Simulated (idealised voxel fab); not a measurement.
The following is a process module called voxel ribs on slabs.
Cross-section cut spans 225 nm and uses square cells 5 nm in size.
Cross-section = grid of square cells, listed top down in bands; band = one or more rows. For a band, the entry starts with two heights in nm, that of the top and then that of the bottom, and carries on with the band's materials in order from left to right, each alongside its width in nm; the word "throughout" beside a single material means it fills the band edge to edge, and "blank" means empty space. Where do heights start? At 0: under that level the wafer as delivered is made of one material only. And the lowest band has no floor; it just carries on downward, as in "z 0 and below". The expression "30 to 40" gives the width at the extremes of the band, the first number at its top row of cells and the second at its bottom row, with the width changing by equal amounts from each row to the next in between. Given "nothing was modified" for a step, no cell of the cross-section differs between before and after that step. The entry "Cavities, sealed" lists the empty spaces that cover at least 8 cells and have no open path to the top. Each is written as width x height at distance, where the distance is measured from the left edge and all three values are in nm. On a step's line, text after the settings is the simulator commenting on that step. The "overlay nm" setting may appear on a step's line; for a step that uses a mask, it gives how far to the right of its planned position the mask lay, and a negative value indicates the left.

## List of planned process steps
1: RECEIVE | material Si
2: DIRECTIONAL_DEP | material SiO2 | thk nm 30
3: DIRECTIONAL_DEP | material SiN | thk nm 25
4: PATTERN | tone cover | mask id RIB | material resist | width nm 20 | thk nm 20 | overlay nm 0
5: DIRECTIONAL_ETCH | etch materials SiN | depth nm 10
6: STRIP | etch materials resist
7: MASKED_ETCH | tone cover | mask id SLAB | width nm 80 | etch materials SiN | depth nm 15 | overlay nm 0
8: FILL_DEP | material SiO2 | thk nm 25
9: CMP | height nm 70
10: DIRECTIONAL_DEP | material TiN | thk nm 10
11: PATTERN | tone cover | mask id HEATER | material resist | width nm 30 | thk nm 15 | overlay nm 0
12: DIRECTIONAL_ETCH | etch materials TiN | depth nm 10
13: STRIP | etch materials resist
14: CONFORMAL_DEP | material SiO2 | thk nm 5

## As received (post step 1): cross-section
	z 0 and below | Si throughout
	Cavities, sealed: none

## a wafer at the end: this start, this plan, one mistake
	z 85 to 80 | 90 blank, 40 SiO2, 95 blank
	z 80 to 75 | 90 blank, 5 SiO2, 30 TiN, 5 SiO2, 95 blank
	z 75 to 70 | 95 SiO2, 30 TiN, 100 SiO2
	z 70 to 50 | SiO2 throughout
	z 50 to 40 | 100 SiO2, 20 SiN, 105 SiO2
	z 40 to 30 | 70 SiO2, 80 SiN, 75 SiO2
	z 30 to 0 | SiO2 throughout
	z 0 and below | Si throughout
	Cavities, sealed: none
What was done differently from what was planned? step 3 off recipe, ran as DIRECTIONAL_DEP | material SiN | thk nm 20
